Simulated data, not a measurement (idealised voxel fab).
The process module that follows is named voxel self aligned vias.
Square cells of 5 nm make up the cross-section cut, whose width is 255 nm.
Cross-section layout: square cells on a grid; listed as bands, top to bottom; a band spans one or more cell rows.
Read a band's entry like this: the first values are the height of its top and the height of its bottom in nm, and what follows is the sequence of materials from left to right, each with its width in nm. Note that "empty" is empty space, and that a single material marked "edge to edge" reaches across the band from edge to edge.
Heads up on the height convention: 0 is the point under which the incoming wafer is all one material, and the lowest band has no bottom, it just keeps going down, like "0 -> down".
Think of "30->40" as a width that walks from the first number to the second as you go down the band, top row to bottom row, taking equal-sized steps from row to row.
Any step labelled "left unchanged" changed none of the cells in the cross-section.
Entry "Enclosed void inventory" = empty spaces >= 8 cells with no open way to the top; each as width x height at distance, distance from left edge, all nm.
Read whatever lies past the settings on a step's line as the simulator's own remark about the step.
"overlay nm" answers the question of how far to the right of plan the mask lay on a step that has a mask, and when it is negative the answer is to the left.

These are the steps we planned for the process
1 op RECEIVE | material Si
2 op CONFORMAL_DEP | material SiO2 | thk nm 15
3 op CONFORMAL_DEP | material SiCN | thk nm 5
4 op DIRECTIONAL_DEP | material lowk | thk nm 25
5 op PATTERN | tone open | mask id LINES | material resist | width nm 30 | pitch nm 70 | thk nm 15 | overlay nm 0
6 op DIRECTIONAL_ETCH | etch materials lowk | depth nm 25
7 op STRIP | etch materials resist
8 op CONFORMAL_DEP | material TiN | thk nm 5
9 op FILL_DEP | material W | thk nm 10
10 op CMP | height nm 45
11 op SELECTIVE_ETCH | etch materials W Ru TiN | depth nm 5
12 op FILL_DEP | material SiN | thk nm 5
13 op CMP | height nm 45
14 op DIRECTIONAL_DEP | material lowk | thk nm 15
15 op DIRECTIONAL_DEP | material aC | thk nm 15
16 op PATTERN | tone open | mask id VIAS | material resist | width nm 50 | pitch nm 70 | thk nm 30 | overlay nm 0
17 op DIRECTIONAL_ETCH | etch materials aC | depth nm 15
18 op STRIP | etch materials resist
19 op DIRECTIONAL_ETCH | etch materials lowk | depth nm 15
20 op DIRECTIONAL_ETCH | etch materials SiN | depth nm 5
21 op STRIP | etch materials aC
22 op CONFORMAL_DEP | material TiN | thk nm 5
23 op FILL_DEP | material Cu | thk nm 10
24 op CMP | height nm 60
25 op CONFORMAL_DEP | material SiN | thk nm 5

Wafer as received: cross-section following step 1
> 0 -> down: Si edge to edge
> Enclosed void inventory: none

Figure: cross-sectional view of the wafer upon completion of the module, processed from the initial state and according to the plan depicted above, with one error introduced during execution
> 60 -> 55: SiN edge to edge
> 55 -> 45: 65 of lowk; 5->15 of TiN; 40->20 of Cu; 5->15 of TiN; 20 of lowk; 5->15 of TiN; 40->20 of Cu; 5->15 of TiN; 70 of lowk
> 45 -> 40: 75 of lowk; 30 of TiN; 40 of lowk; 30 of TiN; 80 of lowk
> 40 -> 25: 75 of lowk; 5 of TiN; 20 of W; 5 of TiN; 40 of lowk; 5 of TiN; 20 of W; 5 of TiN; 80 of lowk
> 25 -> 20: 75 of lowk; 30 of TiN; 40 of lowk; 30 of TiN; 80 of lowk
> 20 -> 15: SiCN edge to edge
> 15 -> 0: SiO2 edge to edge
> 0 -> down: Si edge to edge
> Enclosed void inventory: none
Plan not followed: step 24 off recipe, ran as op CMP | height nm 55
